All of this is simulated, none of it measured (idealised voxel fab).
Presented below is a process module, voxel air gaps.
205 nm wide, 5 nm square cells: that's cross-section cut.
Cross-sections here: square-cell grids, written as top-down lists of bands, a band being one or more rows of cells. A band entry consists of two parts. The first gives the height of the band's top and the height of its bottom, in nm. The rest lists the band's materials from left to right, each with its width in nm. A single material labelled with the word "throughout" fills the band from edge to edge, and the word "empty" marks empty space. Height 0 is the level under which the wafer as received is all one material. The lowest band goes on downwards, as in "0..down". Note: "30..40" means the width goes from the first number (top row of the band) to the second number (bottom row) in equal steps per row of cells. Where a step carries "same as before", the cross-section came out of it unchanged, cell for cell. In "Fully sealed voids" the enclosed voids are listed, meaning empty spaces of 8 cells or larger without any opening to the top. The form is width x height at distance, distance from the left edge, units nm. Read whatever lies past the settings on a step's line as the simulator's own remark about the step. The line of a step may include "overlay nm". On a step with a mask, this value is how far to the right of its planned place the mask lay. A negative value means the mask lay to the left.

Listed below are the process steps as planned:
step 1: RECEIVE [material Si]
step 2: CONFORMAL_DEP [material SiO2] [thk nm 10]
step 3: CONFORMAL_DEP [material SiN] [thk nm 5]
step 4: DIRECTIONAL_DEP [material SiO2] [thk nm 40]
step 5: PATTERN [tone open] [mask id LINES] [material resist] [width nm 15] [pitch nm 40] [thk nm 20] [overlay nm 0]
step 6: DIRECTIONAL_ETCH [etch materials SiO2] [depth nm 40]
step 7: STRIP [etch materials resist]
step 8: CONFORMAL_DEP [material TiN] [thk nm 5]
step 9: FILL_DEP [material Cu] [thk nm 5]
step 10: CMP [height nm 55]
step 11: EPI [material Ru] [thk nm 10]
step 12: SELECTIVE_ETCH [etch materials SiO2] [depth nm 50]
step 13: CONFORMAL_DEP [material SiN] [thk nm 5]

The first of the two wafers, which ran as planned:

Shown in cross-section is the wafer as received, that is, as it stands after step 1:
- 0..down = Si throughout
- Fully sealed voids: none

After step 2: wafer cross-section:
- 10..0 = SiO2 throughout
- Rest of section, below 0: as before.

After step 3: wafer cross-section:
- 15..10 = SiN throughout
- Rest of section, below 10: as before.

After step 4: wafer cross-section:
- 55..15 = SiO2 throughout
- Rest of section, below 15: as before.

After step 5: wafer cross-section:
- 75..55 = 55 resist  15 empty  25 resist  15 empty  25 resist  15 empty  55 resist
- Rest of section, below 55: as before.

After step 6: wafer cross-section:
- 75..55 = 55 resist  15 empty  25 resist  15 empty  25 resist  15 empty  55 resist
- 55..15 = 55 SiO2  15 empty  25 SiO2  15 empty  25 SiO2  15 empty  55 SiO2
- Rest of section, below 15: as before.

After step 7: wafer cross-section:
- 55..15 = 55 SiO2  15 empty  25 SiO2  15 empty  25 SiO2  15 empty  55 SiO2
- Rest of section, below 15: as before.

After step 8: wafer cross-section:
- 60..55 = 60 TiN  5 empty  35 TiN  5 empty  35 TiN  5 empty  60 TiN
- 55..20 = 55 SiO2  5 TiN  5 empty  5 TiN  25 SiO2  5 TiN  5 empty  5 TiN  25 SiO2  5 TiN  5 empty  5 TiN  55 SiO2
- 20..15 = 55 SiO2  15 TiN  25 SiO2  15 TiN  25 SiO2  15 TiN  55 SiO2
- Rest of section, below 15: as before.

After step 9: wafer cross-section:
- 65..60 = Cu throughout
- 60..55 = 60 TiN  5 Cu  35 TiN  5 Cu  35 TiN  5 Cu  60 TiN
- 55..20 = 55 SiO2  5 TiN  5 Cu  5 TiN  25 SiO2  5 TiN  5 Cu  5 TiN  25 SiO2  5 TiN  5 Cu  5 TiN  55 SiO2
- Rest of section, below 20: as before.

After step 10: wafer cross-section:
- 55..20 = 55 SiO2  5 TiN  5 Cu  5 TiN  25 SiO2  5 TiN  5 Cu  5 TiN  25 SiO2  5 TiN  5 Cu  5 TiN  55 SiO2
- Rest of section, below 20: as before.

After step 11: wafer cross-section:
- 65..55 = 45 empty  35 Ru  5 empty  35 Ru  5 empty  35 Ru  45 empty
- Rest of section, below 55: as before.

After step 12: wafer cross-section:
- 65..55 = 45 empty  35 Ru  5 empty  35 Ru  5 empty  35 Ru  45 empty
- 55..20 = 55 empty  5 TiN  5 Cu  5 TiN  25 empty  5 TiN  5 Cu  5 TiN  25 empty  5 TiN  5 Cu  5 TiN  55 empty
- 20..15 = 55 empty  15 TiN  25 empty  15 TiN  25 empty  15 TiN  55 empty
- Rest of section, below 15: as before.

After step 13: wafer cross-section:
- 70..65 = 40 empty  125 SiN  40 empty
- 65..55 = 40 empty  5 SiN  35 Ru  5 SiN  35 Ru  5 SiN  35 Ru  5 SiN  40 empty
- 55..50 = 40 empty  15 SiN  5 TiN  5 Cu  5 TiN  25 SiN  5 TiN  5 Cu  5 TiN  25 SiN  5 TiN  5 Cu  5 TiN  15 SiN  40 empty
- 50..20 = 50 empty  5 SiN  5 TiN  5 Cu  5 TiN  5 SiN  15 empty  5 SiN  5 TiN  5 Cu  5 TiN  5 SiN  15 empty  5 SiN  5 TiN  5 Cu  5 TiN  5 SiN  50 empty
- 20..15 = 55 SiN  15 TiN  25 SiN  15 TiN  25 SiN  15 TiN  55 SiN
- Rest of section, below 15: as before.
- Fully sealed voids: 15 x 30 at 75; 15 x 30 at 115

The remaining wafer, second of the two, started like the first and was run to the same plan, except that one mistake was made along the way; the two coincide through step 1, inclusive:

Second wafer: cross-section at the scheduled end of step 2: same as before

Second wafer: cross-section at the scheduled end of step 3:
- 5..0 = SiN throughout
- Rest of section, below 0: as before.

Second wafer: cross-section at the scheduled end of step 4:
- 45..5 = SiO2 throughout
- Rest of section, below 5: as before.

Second wafer: cross-section at the scheduled end of step 5:
- 65..45 = 55 resist  15 empty  25 resist  15 empty  25 resist  15 empty  55 resist
- Rest of section, below 45: as before.

Second wafer: cross-section at the scheduled end of step 6:
- 65..45 = 55 resist  15 empty  25 resist  15 empty  25 resist  15 empty  55 resist
- 45..5 = 55 SiO2  15 empty  25 SiO2  15 empty  25 SiO2  15 empty  55 SiO2
- Rest of section, below 5: as before.

Second wafer: cross-section at the scheduled end of step 7:
- 45..5 = 55 SiO2  15 empty  25 SiO2  15 empty  25 SiO2  15 empty  55 SiO2
- Rest of section, below 5: as before.

Second wafer: cross-section at the scheduled end of step 8:
- 50..45 = 60 TiN  5 empty  35 TiN  5 empty  35 TiN  5 empty  60 TiN
- 45..10 = 55 SiO2  5 TiN  5 empty  5 TiN  25 SiO2  5 TiN  5 empty  5 TiN  25 SiO2  5 TiN  5 empty  5 TiN  55 SiO2
- 10..5 = 55 SiO2  15 TiN  25 SiO2  15 TiN  25 SiO2  15 TiN  55 SiO2
- Rest of section, below 5: as before.

Second wafer: cross-section at the scheduled end of step 9:
- 55..50 = Cu throughout
- 50..45 = 60 TiN  5 Cu  35 TiN  5 Cu  35 TiN  5 Cu  60 TiN
- 45..10 = 55 SiO2  5 TiN  5 Cu  5 TiN  25 SiO2  5 TiN  5 Cu  5 TiN  25 SiO2  5 TiN  5 Cu  5 TiN  55 SiO2
- Rest of section, below 10: as before.

Second wafer: cross-section at the scheduled end of step 10: same as before

Second wafer: cross-section at the scheduled end of step 11:
- 65..55 = Ru throughout
- Rest of section, below 55: as before.

Second wafer: cross-section at the scheduled end of step 12: same as before

Second wafer: cross-section at the scheduled end of step 13:
- 70..65 = SiN throughout
- Rest of section, below 65: as before.
Which mistake was made when the wafer was run? step 2 of the plan was excluded from execution and never run
It is noted that, at the conclusion of processing, the second wafer exhibits a higher or lower cell count for certain materials relative to the first: 44 more of Cu, 40 more of Ru, 76 fewer of SiN, 174 more of SiO2, 38 more of TiN
At process end, closed voids number 2 in the first wafer and 0 in the second wafer.
